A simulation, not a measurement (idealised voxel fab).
The document below concerns the process module designated voxel double patterning.
We display cut, a cross-section 165 nm in width whose square cells are each 5 nm.
A cross-section is a grid of square cells, given in bands from the top down. A band is one or more rows of cells. Look at the band entry: it leads with the top's height and the bottom's height in nm. Then it lists the materials left to right, with a width in nm for each. The word "edge to edge" on a single material says that material fills the band edge to edge. The word "air" is empty space. Heads up on the height convention: 0 is the point under which the incoming wafer is all one material, and the lowest band has no bottom, it just keeps going down, like "z 0 and below". Quick explanation for "30->40": the width changes in equal steps down the rows of cells, from the first number in the band's top row to the second number in its bottom row. Reading "nothing different" for a step: not a cell of the cross-section changed in it. Sealed internal voids: empty space of 8 cells or more with no open way to the top, each as width x height at its distance from the left edge, in nm. Past the settings on a step's line: simulator remark, on that step. overlay nm: on a step with a mask, how far right of its planned place the mask lay; negative means left.
**So here's the lineup of process steps we planned**
1) RECEIVE: material Si
2) CONFORMAL_DEP: material SiO2, thk nm 5
3) DIRECTIONAL_DEP: material TiN, thk nm 10
4) DIRECTIONAL_DEP: material SiCN, thk nm 5
5) MASKED_ETCH: tone open, mask id FIRST, width nm 15, pitch nm 50, etch materials SiCN, depth nm 5, overlay nm 0
6) MASKED_ETCH: tone open, mask id SECOND, width nm 15, pitch nm 50, etch materials SiCN, depth nm 5, overlay nm 0
7) DIRECTIONAL_ETCH: etch materials TiN, depth nm 10
8) STRIP: etch materials SiCN
**Shown in cross-section is the wafer as received, that is, as it stands after step 1**
z 0 and below = Si edge to edge
Sealed internal voids: none
**first wafer at the end, as planned**
z 15 to 5 = 25 TiN, 15 air, 10 TiN, 15 air, 10 TiN, 15 air, 10 TiN, 15 air, 10 TiN, 15 air, 25 TiN
z 5 to 0 = SiO2 edge to edge
z 0 and below = Si edge to edge
Sealed internal voids: none
**Here's the second of our two wafers sectioned at module end. Same start as the first, same plan, but one mistake got made running it**
z 25 to 15 = 25 TiN, 15 air, 10 TiN, 15 air, 10 TiN, 15 air, 10 TiN, 15 air, 10 TiN, 15 air, 25 TiN
z 15 to 0 = SiO2 edge to edge
z 0 and below = Si edge to edge
Sealed internal voids: none
Finding, execution versus plan: note that step 2 departed from the planned setting and was carried out as CONFORMAL_DEP: material SiO2, thk nm 15
Looking at both finished wafers in cells, the second ends up ahead of or behind the first on some materials: SiO2 +66
